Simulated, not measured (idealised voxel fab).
Process module under the name voxel ribs on slabs
Square cell edge 5 nm, section width 290 nm, ID cut.
Cross-section = grid of square cells, listed top down in bands; band = one or more rows. Band: top height; bottom height; in nm. Then, left to right: material with width in nm, for each material. "all across": a single material spanning edge to edge. "empty": empty space. Zero point of the height axis is 0; under it, received wafer = one material. Lowest band: continues down indefinitely, "0 down". A two-number width, for instance "30->40", indicates that the width is equal to the first number in the top row of the band and to the second number in the bottom row, and that it changes by a constant amount per row of cells. When a step is marked "all unchanged", none of the cells in the cross-section changed during that step. Empty spaces without an open route to the top, at least 8 cells in extent, make up the entry "Enclosed void entries"; each is given as width x height at distance, where the distance is measured from the left edge, and all are in nm. Heads up: the bit after the settings on a step's line is the simulator's remark on that step. overlay nm: mask offset rightward from planned place, masked step; negative means leftward offset.
These are the steps we planned for the process:
step 1: RECEIVE,material Si
step 2: DIRECTIONAL_DEP,material SiO2,thk nm 20
step 3: DIRECTIONAL_DEP,material polySi,thk nm 15
step 4: DIRECTIONAL_DEP,material aC,thk nm 15
step 5: PATTERN,tone cover,mask id RIB,material resist,width nm 15,thk nm 30,overlay nm 0
step 6: DIRECTIONAL_ETCH,etch materials aC,depth nm 15
step 7: STRIP,etch materials resist
step 8: DIRECTIONAL_ETCH,etch materials polySi,depth nm 10
step 9: STRIP,etch materials aC
step 10: MASKED_ETCH,tone cover,mask id SLAB,width nm 45,etch materials polySi,depth nm 5,overlay nm 0
step 11: FILL_DEP,material SiO2,thk nm 25
step 12: CMP,height nm 55
step 13: DIRECTIONAL_DEP,material W,thk nm 10
step 14: DIRECTIONAL_DEP,material aC,thk nm 15
step 15: PATTERN,tone cover,mask id HEATER,material resist,width nm 25,thk nm 30,overlay nm 0
step 16: DIRECTIONAL_ETCH,etch materials aC,depth nm 15
step 17: STRIP,etch materials resist
step 18: DIRECTIONAL_ETCH,etch materials W,depth nm 10
step 19: STRIP,etch materials aC
step 20: CONFORMAL_DEP,material SiN,thk nm 5
First of two wafers, with the run carried out as planned:
Cross-section of the wafer as it came to us, i.e., already through step 1:
	0 down  Si all across
	Enclosed void entries: none
Step 2 done - wafer cross-section:
	20 to 0  SiO2 all across
	No changes below 0.
Step 3 done - wafer cross-section:
	35 to 20  polySi all across
	No changes below 20.
Step 4 done - wafer cross-section:
	50 to 35  aC all across
	No changes below 35.
Step 5 done - wafer cross-section:
	80 to 50  empty (135), then resist (15), then empty (140)
	No changes below 50.
Step 6 done - wafer cross-section:
	65 to 50  empty (135), then resist (15), then empty (140)
	50 to 35  empty (135), then aC (15), then empty (140)
	No changes below 35.
Step 7 done - wafer cross-section:
	50 to 35  empty (135), then aC (15), then empty (140)
	No changes below 35.
Step 8 done - wafer cross-section:
	50 to 35  empty (135), then aC (15), then empty (140)
	35 to 25  empty (135), then polySi (15), then empty (140)
	No changes below 25.
Step 9 done - wafer cross-section:
	35 to 25  empty (135), then polySi (15), then empty (140)
	No changes below 25.
Step 10 done - wafer cross-section:
	35 to 25  empty (135), then polySi (15), then empty (140)
	25 to 20  empty (120), then polySi (45), then empty (125)
	No changes below 20.
Step 11 done - wafer cross-section:
	60 to 35  SiO2 all across
	35 to 25  SiO2 (135), then polySi (15), then SiO2 (140)
	25 to 20  SiO2 (120), then polySi (45), then SiO2 (125)
	No changes below 20.
Step 12 done - wafer cross-section:
	55 to 35  SiO2 all across
	No changes below 35.
Step 13 done - wafer cross-section:
	65 to 55  W all across
	No changes below 55.
Step 14 done - wafer cross-section:
	80 to 65  aC all across
	No changes below 65.
Step 15 done - wafer cross-section:
	110 to 80  empty (130), then resist (25), then empty (135)
	No changes below 80.
Step 16 done - wafer cross-section:
	95 to 80  empty (130), then resist (25), then empty (135)
	80 to 65  empty (130), then aC (25), then empty (135)
	No changes below 65.
Step 17 done - wafer cross-section:
	80 to 65  empty (130), then aC (25), then empty (135)
	No changes below 65.
Step 18 done - wafer cross-section:
	80 to 65  empty (130), then aC (25), then empty (135)
	65 to 55  empty (130), then W (25), then empty (135)
	No changes below 55.
Step 19 done - wafer cross-section:
	65 to 55  empty (130), then W (25), then empty (135)
	No changes below 55.
Step 20 done - wafer cross-section:
	70 to 65  empty (125), then SiN (35), then empty (130)
	65 to 60  empty (125), then SiN (5), then W (25), then SiN (5), then empty (130)
	60 to 55  SiN (130), then W (25), then SiN (135)
	No changes below 55.
The second wafer was prepared from the same starting point and under the same plan as the first; its processing contained one mistake, and it remains indistinguishable from the first wafer up to and including step 19:
Cross-sectional view of the second wafer at the intended end time of process step 20: all unchanged
Deviation from plan: step 20 was left out
Final wafer comparison in cells, second versus first, more or fewer per material: SiN -62
